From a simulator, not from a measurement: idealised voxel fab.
Presented below is a process module, voxel ribs on slabs.
Shown is cross-section cut, with a width of 200 nm and square cells of size 5 nm.
We lay out every cross-section as a grid of square cells and spell it out in bands from the top down, where one band means one or more rows of cells. Band: top height; bottom height; in nm. Then, left to right: material with width in nm, for each material. "everywhere": a single material spanning edge to edge. "air": empty space. Note: height 0 marks the level under which the wafer is uniformly one material as received. Lowest band unbounded below, written "0 -> down". Graded width ("30->40"): value in top row of band = first number; value in bottom row = second number; row-to-row change constant. Key: "nothing changed" - step with no changed cell in the cross-section. In "Closed internal cavities" the enclosed voids are listed, meaning empty spaces of 8 cells or larger without any opening to the top. The form is width x height at distance, distance from the left edge, units nm. On each step's line, the part that comes after the settings is the simulator's own comment on the step. overlay nm: step with mask; distance mask lay right of planned place; negative value = left of planned place.
[The process steps that were planned are listed below]
1. RECEIVE: material Si
2. DIRECTIONAL_DEP: material SiO2, thk nm 20
3. DIRECTIONAL_DEP: material polySi, thk nm 15
4. DIRECTIONAL_DEP: material aC, thk nm 10
5. PATTERN: tone cover, mask id RIB, material resist, width nm 30, thk nm 30, overlay nm 0
6. DIRECTIONAL_ETCH: etch materials aC, depth nm 10
7. STRIP: etch materials resist
8. DIRECTIONAL_ETCH: etch materials polySi, depth nm 10
9. STRIP: etch materials aC
10. MASKED_ETCH: tone cover, mask id SLAB, width nm 60, etch materials polySi, depth nm 5, overlay nm 0
11. FILL_DEP: material SiO2, thk nm 20
12. CMP: height nm 45
13. DIRECTIONAL_DEP: material TiN, thk nm 10
14. DIRECTIONAL_DEP: material aC, thk nm 10
15. PATTERN: tone cover, mask id HEATER, material resist, width nm 40, thk nm 30, overlay nm 0
16. DIRECTIONAL_ETCH: etch materials aC, depth nm 10
17. STRIP: etch materials resist
18. DIRECTIONAL_ETCH: etch materials TiN, depth nm 10
19. STRIP: etch materials aC
20. CONFORMAL_DEP: material SiO2, thk nm 5
[What follows covers the first of two wafers; it ran as planned]
[Step 1 complete: cross-section of the wafer as received]
- 0 -> down | Si everywhere
- Closed internal cavities: none
[after step 2]
- 20 -> 0 | SiO2 everywhere
- Rest of section, below 0: as before.
[after step 3]
- 35 -> 20 | polySi everywhere
- Rest of section, below 20: as before.
[after step 4]
- 45 -> 35 | aC everywhere
- Rest of section, below 35: as before.
[after step 5]
- 75 -> 45 | 85 air  30 resist  85 air
- Rest of section, below 45: as before.
[after step 6]
- 65 -> 45 | 85 air  30 resist  85 air
- 45 -> 35 | 85 air  30 aC  85 air
- Rest of section, below 35: as before.
[after step 7]
- 45 -> 35 | 85 air  30 aC  85 air
- Rest of section, below 35: as before.
[after step 8]
- 45 -> 35 | 85 air  30 aC  85 air
- 35 -> 25 | 85 air  30 polySi  85 air
- Rest of section, below 25: as before.
[after step 9]
- 35 -> 25 | 85 air  30 polySi  85 air
- Rest of section, below 25: as before.
[after step 10]
- 35 -> 25 | 85 air  30 polySi  85 air
- 25 -> 20 | 70 air  60 polySi  70 air
- Rest of section, below 20: as before.
[after step 11]
- 55 -> 35 | SiO2 everywhere
- 35 -> 25 | 85 SiO2  30 polySi  85 SiO2
- 25 -> 20 | 70 SiO2  60 polySi  70 SiO2
- Rest of section, below 20: as before.
[after step 12]
- 45 -> 35 | SiO2 everywhere
- Rest of section, below 35: as before.
[after step 13]
- 55 -> 45 | TiN everywhere
- Rest of section, below 45: as before.
[after step 14]
- 65 -> 55 | aC everywhere
- Rest of section, below 55: as before.
[after step 15]
- 95 -> 65 | 80 air  40 resist  80 air
- Rest of section, below 65: as before.
[after step 16]
- 85 -> 65 | 80 air  40 resist  80 air
- 65 -> 55 | 80 air  40 aC  80 air
- Rest of section, below 55: as before.
[after step 17]
- 65 -> 55 | 80 air  40 aC  80 air
- Rest of section, below 55: as before.
[after step 18]
- 65 -> 55 | 80 air  40 aC  80 air
- 55 -> 45 | 80 air  40 TiN  80 air
- Rest of section, below 45: as before.
[after step 19]
- 55 -> 45 | 80 air  40 TiN  80 air
- Rest of section, below 45: as before.
[after step 20]
- 60 -> 55 | 75 air  50 SiO2  75 air
- 55 -> 50 | 75 air  5 SiO2  40 TiN  5 SiO2  75 air
- 50 -> 45 | 80 SiO2  40 TiN  80 SiO2
- Rest of section, below 45: as before.
[The Second Wafer: Common Origin and Plan, One Mistake in Execution, Identical to the First Through Step 14]
[Second wafer, section view, time point: scheduled end of step 15]
- 95 -> 65 | 85 air  30 resist  85 air
- Rest of section, below 65: as before.
[Second wafer, section view, time point: scheduled end of step 16]
- 85 -> 65 | 85 air  30 resist  85 air
- 65 -> 55 | 85 air  30 aC  85 air
- Rest of section, below 55: as before.
[Second wafer, section view, time point: scheduled end of step 17]
- 65 -> 55 | 85 air  30 aC  85 air
- Rest of section, below 55: as before.
[Second wafer, section view, time point: scheduled end of step 18]
- 65 -> 55 | 85 air  30 aC  85 air
- 55 -> 45 | 85 air  30 TiN  85 air
- Rest of section, below 45: as before.
[Second wafer, section view, time point: scheduled end of step 19]
- 55 -> 45 | 85 air  30 TiN  85 air
- Rest of section, below 45: as before.
[Second wafer, section view, time point: scheduled end of step 20]
- 60 -> 55 | 80 air  40 SiO2  80 air
- 55 -> 50 | 80 air  5 SiO2  30 TiN  5 SiO2  80 air
- 50 -> 45 | 85 SiO2  30 TiN  85 SiO2
- Rest of section, below 45: as before.
The plan and the run diverged here: step 15 changed vs plan, executed as PATTERN: tone cover, mask id HEATER, material resist, width nm 30, thk nm 30, overlay nm 0
at the end the second wafer has, in cells: -4 TiN
